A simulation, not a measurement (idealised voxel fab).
The process module presented herein is designated voxel wiring stack.
Shown is cross-section cut, with a width of 240 nm and square cells of size 5 nm.
When this document writes out a cross-section, it uses a grid of square cells and lists it as bands, beginning at the top and moving down, with a band standing for one or more rows of cells.
Within each band entry, the heights of the top and of the bottom of the band appear first, in that order and in nm; the materials of the band then follow from left to right, each with its corresponding width in nm. The designation "edge to edge" on a single material indicates that it fills the band from edge to edge; the designation "empty" indicates empty space.
For the purposes of this specification, 0 denotes the height below which the wafer in its as-received condition is composed wholly of one material, and the lowermost band, lacking a lower limit, extends downward without end, as expressed in "0 -> down".
It should be noted that a width expressed as "30->40" varies in equal increments from row to row of cells within the band, taking the value of the first number at the top row and that of the second number at the bottom row.
It should be understood that the words "no change occurred", when stated for a given step, signify that the cross-section underwent no change in any of its cells during that step.
Enclosed void inventory: empty space of 8 cells or more with no open way to the top, each as width x height at its distance from the left edge, in nm
Anything after a step's settings on that line? It's the simulator's own note about the step.
When a step includes a mask, the "overlay nm" setting on its line states how far to the right of its planned place that mask lay, and negative values state how far to the left.
The following list gives the planned process steps:
1: RECEIVE, material Si
2: CONFORMAL_DEP, material SiO2, thk nm 15
3: DIRECTIONAL_DEP, material TiN, thk nm 5
4: DIRECTIONAL_DEP, material Ru, thk nm 25
5: PATTERN, tone cover, mask id METAL_1, material resist, width nm 25, pitch nm 45, thk nm 20, overlay nm 0
6: DIRECTIONAL_ETCH, etch materials Ru, depth nm 25
7: DIRECTIONAL_ETCH, etch materials TiN, depth nm 5
8: STRIP, etch materials resist
9: FILL_DEP, material lowk, thk nm 10
10: CMP, height nm 45
11: CONFORMAL_DEP, material SiCN, thk nm 5
12: DIRECTIONAL_DEP, material lowk, thk nm 25
13: DIRECTIONAL_DEP, material aC, thk nm 10
14: PATTERN, tone open, mask id METAL_2_HOLES, material resist, width nm 15, pitch nm 45, thk nm 25, overlay nm 0
15: DIRECTIONAL_ETCH, etch materials aC, depth nm 10
16: STRIP, etch materials resist
17: DIRECTIONAL_ETCH, etch materials lowk, depth nm 25
18: STRIP, etch materials aC
19: MASKED_ETCH, tone open, mask id METAL_2, width nm 25, pitch nm 45, etch materials lowk, depth nm 15, overlay nm 0
20: MASKED_ETCH, tone open, mask id METAL_2, width nm 25, pitch nm 45, etch materials SiCN, depth nm 5, overlay nm 0
21: CONFORMAL_DEP, material TiN, thk nm 5
22: FILL_DEP, material Cu, thk nm 10
23: CMP, height nm 75
24: CONFORMAL_DEP, material SiCN, thk nm 5
Step 1 complete: cross-section of the wafer as received:
0 -> down | Si edge to edge
Enclosed void inventory: none
Cross-sectional image of the first of two wafers at the end of the module, the run having proceeded as planned:
80 -> 75 | SiCN edge to edge
75 -> 65 | 40 of lowk, then 5 of TiN, then 15 of Cu, then 5 of TiN, then 20 of lowk, then 5 of TiN, then 15 of Cu, then 5 of TiN, then 20 of lowk, then 5 of TiN, then 15 of Cu, then 5 of TiN, then 20 of lowk, then 5 of TiN, then 15 of Cu, then 5 of TiN, then 40 of lowk
65 -> 60 | 40 of lowk, then 5 of TiN, then 5 of Cu, then 15 of TiN, then 20 of lowk, then 5 of TiN, then 5 of Cu, then 15 of TiN, then 20 of lowk, then 5 of TiN, then 5 of Cu, then 15 of TiN, then 20 of lowk, then 5 of TiN, then 5 of Cu, then 15 of TiN, then 40 of lowk
60 -> 50 | 40 of lowk, then 5 of TiN, then 5 of Cu, then 5 of TiN, then 30 of lowk, then 5 of TiN, then 5 of Cu, then 5 of TiN, then 30 of lowk, then 5 of TiN, then 5 of Cu, then 5 of TiN, then 30 of lowk, then 5 of TiN, then 5 of Cu, then 5 of TiN, then 50 of lowk
50 -> 45 | 40 of SiCN, then 15 of TiN, then 30 of SiCN, then 15 of TiN, then 30 of SiCN, then 15 of TiN, then 30 of SiCN, then 15 of TiN, then 50 of SiCN
45 -> 20 | 40 of lowk, then 25 of Ru, then 20 of lowk, then 25 of Ru, then 20 of lowk, then 25 of Ru, then 20 of lowk, then 25 of Ru, then 40 of lowk
20 -> 15 | 40 of lowk, then 25 of TiN, then 20 of lowk, then 25 of TiN, then 20 of lowk, then 25 of TiN, then 20 of lowk, then 25 of TiN, then 40 of lowk
15 -> 0 | SiO2 edge to edge
0 -> down | Si edge to edge
Enclosed void inventory: none
Second wafer through the module, sectioned at the end: same beginning and same plan as the first wafer, with one mistake in carrying it out:
80 -> 75 | SiCN edge to edge
75 -> 65 | 40 of lowk, then 5 of TiN, then 10 of Cu, then 5 of TiN, then 25 of lowk, then 5 of TiN, then 10 of Cu, then 5 of TiN, then 25 of lowk, then 5 of TiN, then 10 of Cu, then 5 of TiN, then 25 of lowk, then 5 of TiN, then 10 of Cu, then 5 of TiN, then 45 of lowk
65 -> 60 | 40 of lowk, then 5 of TiN, then 5 of Cu, then 10 of TiN, then 25 of lowk, then 5 of TiN, then 5 of Cu, then 10 of TiN, then 25 of lowk, then 5 of TiN, then 5 of Cu, then 10 of TiN, then 25 of lowk, then 5 of TiN, then 5 of Cu, then 10 of TiN, then 45 of lowk
60 -> 50 | 40 of lowk, then 5 of TiN, then 5 of Cu, then 5 of TiN, then 30 of lowk, then 5 of TiN, then 5 of Cu, then 5 of TiN, then 30 of lowk, then 5 of TiN, then 5 of Cu, then 5 of TiN, then 30 of lowk, then 5 of TiN, then 5 of Cu, then 5 of TiN, then 50 of lowk
50 -> 45 | 40 of SiCN, then 15 of TiN, then 30 of SiCN, then 15 of TiN, then 30 of SiCN, then 15 of TiN, then 30 of SiCN, then 15 of TiN, then 50 of SiCN
45 -> 20 | 40 of lowk, then 25 of Ru, then 20 of lowk, then 25 of Ru, then 20 of lowk, then 25 of Ru, then 20 of lowk, then 25 of Ru, then 40 of lowk
20 -> 15 | 40 of lowk, then 25 of TiN, then 20 of lowk, then 25 of TiN, then 20 of lowk, then 25 of TiN, then 20 of lowk, then 25 of TiN, then 40 of lowk
15 -> 0 | SiO2 edge to edge
0 -> down | Si edge to edge
Enclosed void inventory: none
Diagnosis: step 19: run off-plan, actual operation and settings MASKED_ETCH, tone open, mask id METAL_2, width nm 15, pitch nm 45, etch materials lowk, depth nm 15, overlay nm 0
End of process, cell counts, second wafer against first, materials with more or fewer: -8 Cu | -4 TiN | +12 lowk
